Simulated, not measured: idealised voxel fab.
The name of this process module is voxel released beams.
Square cell edge 5 nm, section width 175 nm, ID cut.
How to read a cross-section here: the picture is a grid of square cells, written as bands going from the top down, and any band can span one or more rows of cells.
Heights first: top, then bottom, in nm. Then materials, left to right, each with a width in nm. "throughout" on a single material: fills the band edge to edge. "blank": empty space.
Zero point of the height axis is 0; under it, received wafer = one material. Lowest band: continues down indefinitely, "0..down".
A width given as "30->40" starts at the first number in the band's top row and ends at the second number in its bottom row, shifting by an equal amount at every step from row to row.
"no change" for a step: no cell of the cross-section changed in that step.
In the "Enclosed internal voids" entry, you get each enclosed empty space of 8 cells or more, one with no open way to the top, written width x height at distance, distance from the left edge, in nm.
That trailing text on a step's line, after the settings, is the simulator's own remark on the step.
The line of a step may include "overlay nm". On a step with a mask, this value is how far to the right of its planned place the mask lay. A negative value means the mask lay to the left.
# Listed below are the process steps as planned
1,RECEIVE | material Si
2,CONFORMAL_DEP | material SiN | thk nm 5
3,DIRECTIONAL_DEP | material SiO2 | thk nm 15
4,PATTERN | tone open | mask id ANCHOR | material resist | width nm 25 | thk nm 15 | overlay nm 0
5,DIRECTIONAL_ETCH | etch materials SiO2 | depth nm 15
6,STRIP | etch materials resist
7,CONFORMAL_DEP | material TiN | thk nm 10
8,DIRECTIONAL_DEP | material aC | thk nm 15
9,PATTERN | tone cover | mask id BEAM | material resist | width nm 95 | thk nm 30 | overlay nm 0
10,DIRECTIONAL_ETCH | etch materials aC | depth nm 15
11,STRIP | etch materials resist
12,DIRECTIONAL_ETCH | etch materials TiN | depth nm 10
13,STRIP | etch materials aC
14,STRIP | etch materials SiO2
# The cross-section here shows the wafer as received, i.e. in its state after step 1
  0..down  Si throughout
  Enclosed internal voids: none
# Sectioned view, first of two wafers, at the close of the module, processed as intended in the plan
  30..20  blank 35 / TiN 15 / blank 5 / TiN 75 / blank 45
  20..15  blank 40 / TiN 10 / blank 5 / TiN 10 / blank 110
  15..5  blank 40 / TiN 25 / blank 110
  5..0  SiN throughout
  0..down  Si throughout
  Enclosed internal voids: none
# Presented here is a cross-section of the second of the two wafers as it stood at the end of the module. It was started in the same manner and assigned the same plan as the first wafer; however, one mistake was made in its execution
  30..20  blank 35 / TiN 15 / blank 5 / TiN 80 / blank 40
  20..15  blank 40 / TiN 10 / blank 5 / TiN 10 / blank 110
  15..5  blank 40 / TiN 25 / blank 110
  5..0  SiN throughout
  0..down  Si throughout
  Enclosed internal voids: none
Which mistake was made when the wafer was run? rather than as planned, step 9 actually ran as PATTERN | tone cover | mask id BEAM | material resist | width nm 100 | thk nm 30 | overlay nm 0
Wafer comparison, final, in cells, second relative to first, materials more or fewer: 2 more of TiN
